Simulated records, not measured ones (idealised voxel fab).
Documented hereafter: the process module known as voxel air gaps.
In the cross-section labelled cut, the width is 255 nm and each square cell is 5 nm.
Think of the cross-section as a grid of square cells. We describe it in bands, top to bottom, and each band covers one or more rows of those cells.
Band entry format. Leading values: height of top, height of bottom, nm. Remainder: materials in left-to-right order, each with its width in nm. Special words: "full width" on a single material, which then fills the band edge to edge; "air", empty space.
Heads up on the height convention: 0 is the point under which the incoming wafer is all one material, and the lowest band has no bottom, it just keeps going down, like "top 0, no bottom".
Width spec "30..40" -> top row of cells at first value, bottom row at second value, equal per-row change in between.
"no modification" -> step changed no cross-section cell.
If an empty space has no open way to the top and is at least 8 cells in size, "Completely sealed voids" lists it, written width x height at distance, where distance is measured from the left edge and every value is in nm.
Read whatever lies past the settings on a step's line as the simulator's own remark about the step.
A step's line can hold "overlay nm"; with a mask on that step, the setting says how far right of the planned place the mask lay, while a negative setting says it lay to the left.

### Intended process steps
1 RECEIVE with material Si
2 CONFORMAL_DEP with material SiO2, thk nm 5
3 CONFORMAL_DEP with material SiN, thk nm 5
4 DIRECTIONAL_DEP with material lowk, thk nm 35
5 DIRECTIONAL_DEP with material aC, thk nm 10
6 PATTERN with tone open, mask id LINES, material resist, width nm 25, pitch nm 55, thk nm 25, overlay nm 0
7 DIRECTIONAL_ETCH with etch materials aC, depth nm 10
8 STRIP with etch materials resist
9 DIRECTIONAL_ETCH with etch materials lowk, depth nm 35
10 STRIP with etch materials aC
11 CONFORMAL_DEP with material TiN, thk nm 5
12 FILL_DEP with material W, thk nm 5
13 CMP with height nm 55
14 EPI with material Ru, thk nm 10
15 SELECTIVE_ETCH with etch materials lowk, depth nm 45
16 CONFORMAL_DEP with material SiN, thk nm 5
The thk nm used in step 2 is not the same on every wafer, whereas the starting condition is; the value printed in the plan is the first wafer's.

### The first of several wafers in cross-section, exactly as it reached us after step 1
top 0, no bottom = Si full width
Completely sealed voids: none

### Here's the first of several wafers in cross-section, end of the module, after the last step, step 16
top 70, bottom 65 = SiN full width
top 65, bottom 55 = Ru full width
top 55, bottom 50 = W full width
top 50, bottom 45 = TiN 65 nm / W 15 nm / TiN 40 nm / W 15 nm / TiN 40 nm / W 15 nm / TiN 65 nm
top 45, bottom 15 = lowk 60 nm / TiN 5 nm / W 15 nm / TiN 5 nm / lowk 30 nm / TiN 5 nm / W 15 nm / TiN 5 nm / lowk 30 nm / TiN 5 nm / W 15 nm / TiN 5 nm / lowk 60 nm
top 15, bottom 10 = lowk 60 nm / TiN 25 nm / lowk 30 nm / TiN 25 nm / lowk 30 nm / TiN 25 nm / lowk 60 nm
top 10, bottom 5 = SiN full width
top 5, bottom 0 = SiO2 full width
top 0, no bottom = Si full width
Completely sealed voids: none

### Wafer cross-section (last wafer, module end)
top 70, bottom 65 = air 45 nm / SiN 165 nm / air 45 nm
top 65, bottom 55 = air 45 nm / SiN 5 nm / Ru 45 nm / SiN 10 nm / Ru 45 nm / SiN 10 nm / Ru 45 nm / SiN 5 nm / air 45 nm
top 55, bottom 50 = air 45 nm / SiN 15 nm / TiN 5 nm / W 15 nm / TiN 5 nm / SiN 30 nm / TiN 5 nm / W 15 nm / TiN 5 nm / SiN 30 nm / TiN 5 nm / W 15 nm / TiN 5 nm / SiN 15 nm / air 45 nm
top 50, bottom 40 = air 55 nm / SiN 5 nm / TiN 5 nm / W 15 nm / TiN 5 nm / SiN 5 nm / air 20 nm / SiN 5 nm / TiN 5 nm / W 15 nm / TiN 5 nm / SiN 5 nm / air 20 nm / SiN 5 nm / TiN 5 nm / W 15 nm / TiN 5 nm / SiN 5 nm / air 55 nm
top 40, bottom 35 = SiN 60 nm / TiN 25 nm / SiN 30 nm / TiN 25 nm / SiN 30 nm / TiN 25 nm / SiN 60 nm
top 35, bottom 30 = SiN full width
top 30, bottom 0 = SiO2 full width
top 0, no bottom = Si full width
Completely sealed voids: 20 x 10 at 90; 20 x 10 at 145

### Rows = wafers. At module end, each row lists per material the cells gained (+) or lost (-) since the wafer was received, then the closed voids
thk nm 5, +102 Ru, +102 SiN, +51 SiO2, +93 TiN, +114 W, +252 lowk, Completely sealed voids: none
thk nm 10, +102 Ru, +102 SiN, +102 SiO2, +93 TiN, +63 W, +252 lowk, Completely sealed voids: none
thk nm 15, +54 Ru, +180 SiN, +153 SiO2, +51 TiN, +54 W, Completely sealed voids: 20 x 25 at 90; 20 x 25 at 145
thk nm 20, +54 Ru, +174 SiN, +204 SiO2, +45 TiN, +45 W, Completely sealed voids: 20 x 20 at 90; 20 x 20 at 145
thk nm 25, +54 Ru, +168 SiN, +255 SiO2, +39 TiN, +36 W, Completely sealed voids: 20 x 15 at 90; 20 x 15 at 145
thk nm 30, +54 Ru, +162 SiN, +306 SiO2, +33 TiN, +27 W, Completely sealed voids: 20 x 10 at 90; 20 x 10 at 145
